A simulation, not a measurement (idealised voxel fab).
process module | voxel ribs on slabs
cross-section cut | 285 nm wide | cells 5 nm
A cross-section is a grid of square cells, given in bands from the top down. A band is one or more rows of cells.
Each band's line starts with the height of the band's top and of its bottom, in nm. Then come its materials from left to right, each with its width in nm. One material with "throughout" fills the band from edge to edge. "air" is empty space.
Height 0 is the level under which the wafer as received is all one material. The lowest band goes on downwards, as in "0 down".
A width such as "30 to 40" changes by the same amount from each row of cells to the next, from the band's top row to its bottom row.
"no change" after a step means that no cell of the cross-section changed.
closed voids: empty space of 8 cells or more with no open way to the top, each as width x height at its distance from the left edge, in nm
after a step's settings: what the simulator itself notes on the step
overlay nm, on a step with a mask: how far to the right of its planned place the mask lay; to the left if negative
plan
1 op RECEIVE | material Si
2 op DIRECTIONAL_DEP | material SiO2 | thk nm 30
3 op DIRECTIONAL_DEP | material SiN | thk nm 25
4 op DIRECTIONAL_DEP | material aC | thk nm 10
5 op PATTERN | tone cover | mask id RIB | material resist | width nm 30 | thk nm 25 | overlay nm 0
6 op DIRECTIONAL_ETCH | etch materials aC | depth nm 10
7 op STRIP | etch materials resist
8 op DIRECTIONAL_ETCH | etch materials SiN | depth nm 5
9 op STRIP | etch materials aC
10 op MASKED_ETCH | tone cover | mask id SLAB | width nm 60 | etch materials SiN | depth nm 20 | overlay nm 0
11 op FILL_DEP | material SiO2 | thk nm 25
12 op CMP | height nm 70
13 op DIRECTIONAL_DEP | material TiN | thk nm 10
14 op PATTERN | tone cover | mask id HEATER | material resist | width nm 40 | thk nm 20 | overlay nm 0
15 op DIRECTIONAL_ETCH | etch materials TiN | depth nm 10
16 op STRIP | etch materials resist
17 op CONFORMAL_DEP | material SiN | thk nm 5
as received, after step 1
  0 down: Si throughout
  closed voids: none
a wafer at the end: this start, this plan, one mistake
  85 to 80: air 115 | SiN 50 | air 120
  80 to 75: air 115 | SiN 5 | TiN 40 | SiN 5 | air 120
  75 to 70: SiN 120 | TiN 40 | SiN 125
  70 to 55: SiO2 throughout
  55 to 50: SiO2 125 | SiN 30 | SiO2 130
  50 to 30: SiO2 110 | SiN 65 | SiO2 110
  30 to 0: SiO2 throughout
  0 down: Si throughout
  closed voids: none
what went wrong: step 10 ran as: op MASKED_ETCH | tone cover | mask id SLAB | width nm 65 | etch materials SiN | depth nm 20 | overlay nm 0
